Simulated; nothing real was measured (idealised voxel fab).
Herein follows the process module entitled voxel capacitor over wiring.
The figure presents cross-section cut, which has a width of 245 nm and is divided into square cells with an edge length of 5 nm.
The cross-sections in this document take the form of a grid made of square cells. They are written out as bands, in order from top to bottom. Each band consists of one or more rows of cells.
It is stipulated that each band's entry specify, in nanometres, the height of the top of the band and then that of its bottom, followed by the materials of the band in left-to-right sequence, each together with its width in nanometres. A single material marked by the word "throughout" is understood to fill the band from edge to edge; the word "empty" is understood to denote empty space.
Basically, 0 is our baseline, since under it the wafer straight out of the box is all one material. The bottom band has no lower end and keeps on going down, so it looks like "0 and below".
Graded width ("30 to 40"): value in top row of band = first number; value in bottom row = second number; row-to-row change constant.
"nothing was modified" after a step means that no cell of the cross-section changed.
Any empty space of 8 cells or more lacking an open way to the top shows up in "Trapped void list" as width x height at distance, distance from the left edge, in nm.
That trailing text on a step's line, after the settings, is the simulator's own remark on the step.
overlay nm: how far to the right of its planned place the mask lay on this masked step (negative: to the left).
-- Process steps (planned)
1) RECEIVE,material Si
2) CONFORMAL_DEP,material SiO2,thk nm 10
3) CONFORMAL_DEP,material SiN,thk nm 5
4) DIRECTIONAL_DEP,material SiO2,thk nm 15
5) PATTERN,tone open,mask id METAL_1,material resist,width nm 30,pitch nm 95,thk nm 20,overlay nm 0
6) DIRECTIONAL_ETCH,etch materials SiO2,depth nm 15
7) DIRECTIONAL_ETCH,etch materials SiN,depth nm 5
8) STRIP,etch materials resist
9) CONFORMAL_DEP,material TiN,thk nm 5
10) FILL_DEP,material W,thk nm 5
11) CMP,height nm 30
12) EPI,material Ru,thk nm 5
13) FILL_DEP,material SiCN,thk nm 5
14) DIRECTIONAL_DEP,material lowk,thk nm 20
15) DIRECTIONAL_DEP,material aC,thk nm 10
16) PATTERN,tone open,mask id PLUG_1,material resist,width nm 15,thk nm 30,overlay nm 0
17) DIRECTIONAL_ETCH,etch materials aC,depth nm 10
18) STRIP,etch materials resist
19) DIRECTIONAL_ETCH,etch materials lowk,depth nm 20
20) DIRECTIONAL_ETCH,etch materials SiCN,depth nm 5
21) STRIP,etch materials aC
22) EPI,material Ru,thk nm 10
23) EPI,material Ru,thk nm 10
24) EPI,material Ru,thk nm 5
25) DIRECTIONAL_DEP,material TiN,thk nm 5
26) DIRECTIONAL_DEP,material Al2O3,thk nm 5
27) DIRECTIONAL_DEP,material TiN,thk nm 5
28) PATTERN,tone cover,mask id UPPER_PLATE,material resist,width nm 70,thk nm 20,overlay nm 0
29) DIRECTIONAL_ETCH,etch materials TiN,depth nm 5
30) DIRECTIONAL_ETCH,etch materials Al2O3,depth nm 5
31) STRIP,etch materials resist
32) DIRECTIONAL_DEP,material aC,thk nm 10
33) PATTERN,tone cover,mask id LOWER_PLATE,material resist,width nm 80,thk nm 30,overlay nm 0
34) DIRECTIONAL_ETCH,etch materials aC,depth nm 10
35) STRIP,etch materials resist
36) DIRECTIONAL_ETCH,etch materials TiN,depth nm 5
37) STRIP,etch materials aC
38) FILL_DEP,material SiO2,thk nm 15
39) CMP,height nm 85
40) PATTERN,tone open,mask id PLUG_2,material resist,width nm 15,thk nm 15,overlay nm 0
41) DIRECTIONAL_ETCH,etch materials SiO2,depth nm 10
42) STRIP,etch materials resist
43) CONFORMAL_DEP,material TiN,thk nm 5
44) FILL_DEP,material Cu,thk nm 5
45) CMP,height nm 85
46) CONFORMAL_DEP,material SiCN,thk nm 5
-- As-received state of the wafer in cross-section, equivalent to post-step 1
> 0 and below: Si throughout
> Trapped void list: none
-- Cross-sectional view of the first of the two wafers upon completion of the module, processed in accordance with the plan
> 90 down to 85: SiCN throughout
> 85 down to 80: SiO2 (85), TiN (5), Cu (5), TiN (5), SiO2 (145)
> 80 down to 70: SiO2 (85 to 75), TiN (15 to 70), SiO2 (145 to 100)
> 70 down to 65: SiO2 (75), Al2O3 (70), SiO2 (100)
> 65 down to 60: SiO2 (70), TiN (80), SiO2 (95)
> 60 down to 40: lowk (75), Ru (15), lowk (155)
> 40 down to 35: SiCN (75), Ru (15), SiCN (155)
> 35 down to 30: SiCN (55), Ru (40), SiCN (55), Ru (40), SiCN (55)
> 30 down to 15: SiO2 (60), TiN (5), W (20), TiN (5), SiO2 (65), TiN (5), W (20), TiN (5), SiO2 (60)
> 15 down to 10: SiN (60), TiN (30), SiN (65), TiN (30), SiN (60)
> 10 down to 0: SiO2 throughout
> 0 and below: Si throughout
> Trapped void list: none
-- Wafer two cross-section, module end. Start and plan unchanged from wafer one; one mistake made during the run
> 90 down to 85: SiCN throughout
> 85 down to 80: SiO2 (85), TiN (5), Cu (5), TiN (5), SiO2 (145)
> 80 down to 70: SiO2 (85 to 75), TiN (15 to 70), SiO2 (145 to 100)
> 70 down to 65: SiO2 (75), Al2O3 (70), SiO2 (100)
> 65 down to 60: SiO2 (70), TiN (80), SiO2 (95)
> 60 down to 40: lowk (75), Ru (15), lowk (155)
> 40 down to 35: SiCN (75), Ru (15), SiCN (155)
> 35 down to 30: SiCN (60), Ru (40), SiCN (55), Ru (40), SiCN (50)
> 30 down to 15: SiO2 (65), TiN (5), W (20), TiN (5), SiO2 (65), TiN (5), W (20), TiN (5), SiO2 (55)
> 15 down to 10: SiN (65), TiN (30), SiN (65), TiN (30), SiN (55)
> 10 down to 0: SiO2 throughout
> 0 and below: Si throughout
> Trapped void list: none
Where did the run depart from the plan? step 5 was run on a setting that differed from the plan, and what really ran there is PATTERN,tone open,mask id METAL_1,material resist,width nm 30,pitch nm 95,thk nm 20,overlay nm 5
Both wafers, final: cells per material equal; arrangement not.
